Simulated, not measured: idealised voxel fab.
The process module that follows is named voxel local oxidation.
Section shown: cut. Width: 285 nm. Cell size: 5 nm, square.
For the purposes of this document, a cross-section shall be understood as a grid of square cells, specified as bands listed in top-to-bottom order, each band consisting of one or more rows of cells.
Heads up on the band format: heights come first, top then bottom, in nm. After that it's the materials left to right, each with its width in nm. A single material flagged "throughout" fills the whole band edge to edge, and "blank" means there's empty space there.
Zero point of the height axis is 0; under it, received wafer = one material. Lowest band: continues down indefinitely, "from 0 down".
Graded width ("30->40"): value in top row of band = first number; value in bottom row = second number; row-to-row change constant.
Where the words "everything unchanged" appear for a step, the cross-section shows no cell changed by that step; every cell remained as before.
"Trapped cavities": sealed empty spaces, 8 cells or more, no open way to top, listed width x height at distance, with distance from the left edge and width, height and distance in nm.
That trailing text on a step's line, after the settings, is the simulator's own remark on the step.
"overlay nm" on a masked step: distance the mask lay right of its planned place, negative for left.
This section lists the process steps that were planned
1: op RECEIVE | material Si
2: op OXIDIZE | depth nm 5
3: op CONFORMAL_DEP | material SiN | thk nm 15
4: op DIRECTIONAL_DEP | material aC | thk nm 10
5: op PATTERN | tone cover | mask id ACTIVE | material resist | width nm 105 | pitch nm 125 | thk nm 25 | overlay nm 0
6: op DIRECTIONAL_ETCH | etch materials aC | depth nm 10
7: op STRIP | etch materials resist
8: op DIRECTIONAL_ETCH | etch materials SiN | depth nm 15
9: op STRIP | etch materials aC
10: op SELECTIVE_ETCH | etch materials SiO2 | depth nm 5
11: op OXIDIZE | depth nm 15
12: op STRIP | etch materials SiN
The following pertains to the first of two wafers, which was processed as planned
As received, after step 1
> from 0 down | Si throughout
> Trapped cavities: none
Cross-section of the wafer after step 2
> from 0 to -5 | SiO2 throughout
> Rest of section, below -5: as before.
Cross-section of the wafer after step 3
> from 15 to 0 | SiN throughout
> Rest of section, below 0: as before.
Cross-section of the wafer after step 4
> from 25 to 15 | aC throughout
> Rest of section, below 15: as before.
Cross-section of the wafer after step 5
> from 50 to 25 | 25 of blank  105 of resist  20 of blank  105 of resist  30 of blank
> Rest of section, below 25: as before.
Cross-section of the wafer after step 6
> from 40 to 25 | 25 of blank  105 of resist  20 of blank  105 of resist  30 of blank
> from 25 to 15 | 25 of blank  105 of aC  20 of blank  105 of aC  30 of blank
> Rest of section, below 15: as before.
Cross-section of the wafer after step 7
> from 25 to 15 | 25 of blank  105 of aC  20 of blank  105 of aC  30 of blank
> Rest of section, below 15: as before.
Cross-section of the wafer after step 8
> from 25 to 15 | 25 of blank  105 of aC  20 of blank  105 of aC  30 of blank
> from 15 to 0 | 25 of blank  105 of SiN  20 of blank  105 of SiN  30 of blank
> Rest of section, below 0: as before.
Cross-section of the wafer after step 9
> from 15 to 0 | 25 of blank  105 of SiN  20 of blank  105 of SiN  30 of blank
> Rest of section, below 0: as before.
Cross-section of the wafer after step 10
> from 15 to 0 | 25 of blank  105 of SiN  20 of blank  105 of SiN  30 of blank
> from 0 to -5 | 30 of blank  95 of SiO2  30 of blank  95 of SiO2  35 of blank
> Rest of section, below -5: as before.
Cross-section of the wafer after step 11
> from 15 to 0 | 25 of blank  105 of SiN  20 of blank  105 of SiN  30 of blank
> from 0 to -5 | 30 of blank  95 of SiO2  30 of blank  95 of SiO2  35 of blank
> from -5 to -20 | 45 of SiO2  65 of Si  60 of SiO2  65 of Si  50 of SiO2
> Rest of section, below -20: as before.
Cross-section of the wafer after step 12
> from 0 to -5 | 30 of blank  95 of SiO2  30 of blank  95 of SiO2  35 of blank
> Rest of section, below -5: as before.
Second wafer, same starting state and plan as the first, one mistake in the run, identical through step 2
X-section, second wafer, when step 3 was due to finish
> from 15 to -5 | SiO2 throughout
> Rest of section, below -5: as before.
X-section, second wafer, when step 4 was due to finish
> from 25 to 15 | aC throughout
> Rest of section, below 15: as before.
X-section, second wafer, when step 5 was due to finish
> from 50 to 25 | 25 of blank  105 of resist  20 of blank  105 of resist  30 of blank
> Rest of section, below 25: as before.
X-section, second wafer, when step 6 was due to finish
> from 40 to 25 | 25 of blank  105 of resist  20 of blank  105 of resist  30 of blank
> from 25 to 15 | 25 of blank  105 of aC  20 of blank  105 of aC  30 of blank
> Rest of section, below 15: as before.
X-section, second wafer, when step 7 was due to finish
> from 25 to 15 | 25 of blank  105 of aC  20 of blank  105 of aC  30 of blank
> Rest of section, below 15: as before.
X-section, second wafer, when step 8 was due to finish: everything unchanged
X-section, second wafer, when step 9 was due to finish
> from 15 to -5 | SiO2 throughout
> Rest of section, below -5: as before.
X-section, second wafer, when step 10 was due to finish
> from 10 to -5 | SiO2 throughout
> Rest of section, below -5: as before.
X-section, second wafer, when step 11 was due to finish: everything unchanged
X-section, second wafer, when step 12 was due to finish: everything unchanged
Want to know what went wrong? step 3 off recipe, ran as op CONFORMAL_DEP | material SiO2 | thk nm 15
Wafer comparison, final, in cells, second relative to first, materials more or fewer: +93 Si, +40 SiO2
